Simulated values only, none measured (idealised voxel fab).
Title: Process Module voxel air gaps
Displayed cross-section: cut, width of 285 nm, square cells sized 5 nm.
Think of the cross-section as a grid of square cells. We describe it in bands, top to bottom, and each band covers one or more rows of those cells. Heads up on the band format: heights come first, top then bottom, in nm. After that it's the materials left to right, each with its width in nm. A single material flagged "throughout" fills the whole band edge to edge, and "empty" means there's empty space there. A quick word on heights: they are counted from 0, and under that level the wafer as it came to us is one material throughout. The lowest band is different from the rest in having no bottom; it simply continues downward, written as in "z 0 and below". Width spec "30..40" -> top row of cells at first value, bottom row at second value, equal per-row change in between. Given "no change" for a step, no cell of the cross-section differs between before and after that step. This entry, "Closed internal cavities", enumerates those empty regions of no fewer than 8 cells that possess no open connection to the top. Each region is reported in the form width x height at distance, the distance being taken from the left edge, with all three quantities expressed in nm. On a step's line, text after the settings is the simulator commenting on that step. "overlay nm" denotes, for a step that has a mask, the displacement of the mask to the right of its planned place, with negative values corresponding to the left.
Steps planned for the process
- 1: RECEIVE: material Si
- 2: CONFORMAL_DEP: material SiO2, thk nm 10
- 3: CONFORMAL_DEP: material SiN, thk nm 5
- 4: DIRECTIONAL_DEP: material lowk, thk nm 40
- 5: DIRECTIONAL_DEP: material aC, thk nm 5
- 6: PATTERN: tone open, mask id LINES, material resist, width nm 15, pitch nm 40, thk nm 25, overlay nm 0
- 7: DIRECTIONAL_ETCH: etch materials aC, depth nm 10
- 8: STRIP: etch materials resist
- 9: DIRECTIONAL_ETCH: etch materials lowk, depth nm 40
- 10: STRIP: etch materials aC
- 11: CONFORMAL_DEP: material TiN, thk nm 5
- 12: FILL_DEP: material Ru, thk nm 10
- 13: CMP: height nm 55
- 14: EPI: material Ru, thk nm 10
- 15: SELECTIVE_ETCH: etch materials lowk, depth nm 50
- 16: CONFORMAL_DEP: material SiN, thk nm 5
The plan's step 5 thk nm is the first wafer's value; the wafers differ in this setting and start identical.
The first of several wafers in cross-section, exactly as it reached us after step 1
  z 0 and below: Si throughout
  Closed internal cavities: none
Wafer cross-section (first of several) - module end, post step 16 (last step)
  z 70 to 65: empty (60) / SiN (165) / empty (60)
  z 65 to 55: empty (60) / SiN (5) / Ru (35) / SiN (5) / Ru (35) / SiN (5) / Ru (35) / SiN (5) / Ru (35) / SiN (5) / empty (60)
  z 55 to 50: empty (60) / SiN (15) / TiN (5) / Ru (5) / TiN (5) / SiN (25) / TiN (5) / Ru (5) / TiN (5) / SiN (25) / TiN (5) / Ru (5) / TiN (5) / SiN (25) / TiN (5) / Ru (5) / TiN (5) / SiN (15) / empty (60)
  z 50 to 20: empty (70) / SiN (5) / TiN (5) / Ru (5) / TiN (5) / SiN (5) / empty (15) / SiN (5) / TiN (5) / Ru (5) / TiN (5) / SiN (5) / empty (15) / SiN (5) / TiN (5) / Ru (5) / TiN (5) / SiN (5) / empty (15) / SiN (5) / TiN (5) / Ru (5) / TiN (5) / SiN (5) / empty (70)
  z 20 to 15: SiN (75) / TiN (15) / SiN (25) / TiN (15) / SiN (25) / TiN (15) / SiN (25) / TiN (15) / SiN (75)
  z 15 to 10: SiN throughout
  z 10 to 0: SiO2 throughout
  z 0 and below: Si throughout
  Closed internal cavities: 15 x 30 at 95; 15 x 30 at 135; 15 x 30 at 175
The final wafer, sectioned at module end
  z 20 to 10: SiN throughout
  z 10 to 0: SiO2 throughout
  z 0 and below: Si throughout
  Closed internal cavities: none
Below: a row per wafer. Contents at end of module: for every material, cells gained since receipt (+) or lost since receipt (-); then closed voids
thk nm 5, +84 Ru, +214 SiN, +114 SiO2, +68 TiN, Closed internal cavities: 15 x 30 at 95; 15 x 30 at 135; 15 x 30 at 175
thk nm 10, +84 Ru, +214 SiN, +114 SiO2, +68 TiN, Closed internal cavities: 15 x 30 at 95; 15 x 30 at 135; 15 x 30 at 175
thk nm 15, +114 SiN, +114 SiO2, Closed internal cavities: none
thk nm 20, +114 SiN, +114 SiO2, Closed internal cavities: none
thk nm 25, +114 SiN, +114 SiO2, Closed internal cavities: none
